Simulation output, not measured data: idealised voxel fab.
The process module presented herein is designated voxel transistor to metal.
This is section cut - it's 275 nm across, gridded in 5 nm square cells.
Notation: cross-section as square-cell grid; stated in bands, top first, going down; one or more cell rows per band.
Heads up on the band format: heights come first, top then bottom, in nm. After that it's the materials left to right, each with its width in nm. A single material flagged "throughout" fills the whole band edge to edge, and "blank" means there's empty space there.
Note: height 0 marks the level under which the wafer is uniformly one material as received. Lowest band unbounded below, written "0..down".
The notation "30->40" denotes a width that varies across the rows of cells in the band, beginning at the first number in the top row, finishing at the second number in the bottom row, and changing by an identical amount from each row to the next.
Basically "identical to before" means that step didn't change any cell in the cross-section.
Each empty space that has no open way to the top and spans at least 8 cells appears under "Sealed internal cavities" as width x height at distance, the distance counted from the left edge, all in nm.
If you see something after the settings on a step's line, that's the simulator's own remark about that step.
overlay nm, on a step with a mask: how far to the right of its planned place the mask lay; to the left if negative

**List of planned process steps**
- 1: RECEIVE: material Si
- 2: CONFORMAL_DEP: material SiO2, thk nm 5
- 3: CONFORMAL_DEP: material SiN, thk nm 10
- 4: DIRECTIONAL_DEP: material aC, thk nm 10
- 5: PATTERN: tone cover, mask id ACTIVE, material resist, width nm 105, pitch nm 125, thk nm 30, overlay nm 0
- 6: DIRECTIONAL_ETCH: etch materials aC, depth nm 10
- 7: STRIP: etch materials resist
- 8: DIRECTIONAL_ETCH: etch materials SiN, depth nm 10
- 9: DIRECTIONAL_ETCH: etch materials SiO2, depth nm 5
- 10: DIRECTIONAL_ETCH: etch materials Si, depth nm 20
- 11: STRIP: etch materials aC
- 12: OXIDIZE: depth nm 5
- 13: FILL_DEP: material SiO2, thk nm 15
- 14: CMP: height nm 15
- 15: SELECTIVE_ETCH: etch materials SiO2, depth nm 10
- 16: STRIP: etch materials SiN
- 17: SELECTIVE_ETCH: etch materials SiO2, depth nm 5
- 18: OXIDIZE: depth nm 5
- 19: DIRECTIONAL_DEP: material polySi, thk nm 25
- 20: DIRECTIONAL_DEP: material SiCN, thk nm 15
- 21: PATTERN: tone cover, mask id GATE, material resist, width nm 25, pitch nm 125, thk nm 15, overlay nm 0
- 22: DIRECTIONAL_ETCH: etch materials SiCN, depth nm 25
- 23: DIRECTIONAL_ETCH: etch materials polySi, depth nm 35
- 24: STRIP: etch materials resist
- 25: CONFORMAL_DEP: material SiO2, thk nm 5
- 26: DIRECTIONAL_ETCH: etch materials SiO2, depth nm 5
- 27: CONFORMAL_DEP: material SiN, thk nm 10
- 28: DIRECTIONAL_ETCH: etch materials SiN, depth nm 10
- 29: DIRECTIONAL_ETCH: etch materials SiO2, depth nm 5
- 30: EPI: material SiGe, thk nm 5
- 31: FILL_DEP: material SiO2, thk nm 10
- 32: CMP: height nm 25
- 33: STRIP: etch materials polySi
- 34: SELECTIVE_ETCH: etch materials SiO2, depth nm 5
- 35: CONFORMAL_DEP: material HfO2, thk nm 5
- 36: CONFORMAL_DEP: material TiN, thk nm 5
- 37: FILL_DEP: material W, thk nm 5
- 38: CMP: height nm 20
- 39: DIRECTIONAL_DEP: material SiO2, thk nm 10
- 40: MASKED_ETCH: tone open, mask id CONTACT, width nm 15, etch materials SiO2, depth nm 30, overlay nm 0
- 41: CONFORMAL_DEP: material TiN, thk nm 5
- 42: FILL_DEP: material Ru, thk nm 5
- 43: CMP: height nm 30
- 44: DIRECTIONAL_DEP: material TiN, thk nm 5
- 45: DIRECTIONAL_DEP: material Ru, thk nm 25
- 46: PATTERN: tone cover, mask id METAL_1, material resist, width nm 15, thk nm 20, overlay nm -10
- 47: DIRECTIONAL_ETCH: etch materials Ru, depth nm 25
- 48: DIRECTIONAL_ETCH: etch materials TiN, depth nm 5
- 49: STRIP: etch materials resist
- 50: FILL_DEP: material lowk, thk nm 5
- 51: CMP: height nm 60
- 52: CONFORMAL_DEP: material SiN, thk nm 5
Be aware that, although all wafers share a common starting state, the overlay nm at step 46 differs among them, and the plan displays the first wafer's value.

**This is how the first of several wafers looked in cross-section when it arrived, which is after step 1**
	0..down: Si throughout
	Sealed internal cavities: none

**The table below has one row for each wafer; a row shows, as of the end of the module, how many cells of each material the wafer has gained, marked (+), or lost, marked (-), since it was received, and then the wafer's closed voids**
overlay nm -10, +30 HfO2, +80 Ru, -123 Si, +20 SiGe, +87 SiN, +259 SiO2, +86 TiN, +18 W, +258 lowk, Sealed internal cavities: none
overlay nm -5, +30 HfO2, +80 Ru, -123 Si, +20 SiGe, +87 SiN, +259 SiO2, +86 TiN, +18 W, +258 lowk, Sealed internal cavities: none
overlay nm 0, +30 HfO2, +80 Ru, -123 Si, +20 SiGe, +87 SiN, +259 SiO2, +86 TiN, +18 W, +258 lowk, Sealed internal cavities: none
overlay nm 5, +30 HfO2, +80 Ru, -123 Si, +20 SiGe, +87 SiN, +259 SiO2, +86 TiN, +18 W, +258 lowk, Sealed internal cavities: none
overlay nm 10, +30 HfO2, +80 Ru, -123 Si, +20 SiGe, +87 SiN, +259 SiO2, +86 TiN, +18 W, +258 lowk, Sealed internal cavities: none
overlay nm 15, +30 HfO2, +80 Ru, -123 Si, +20 SiGe, +87 SiN, +259 SiO2, +86 TiN, +18 W, +258 lowk, Sealed internal cavities: none
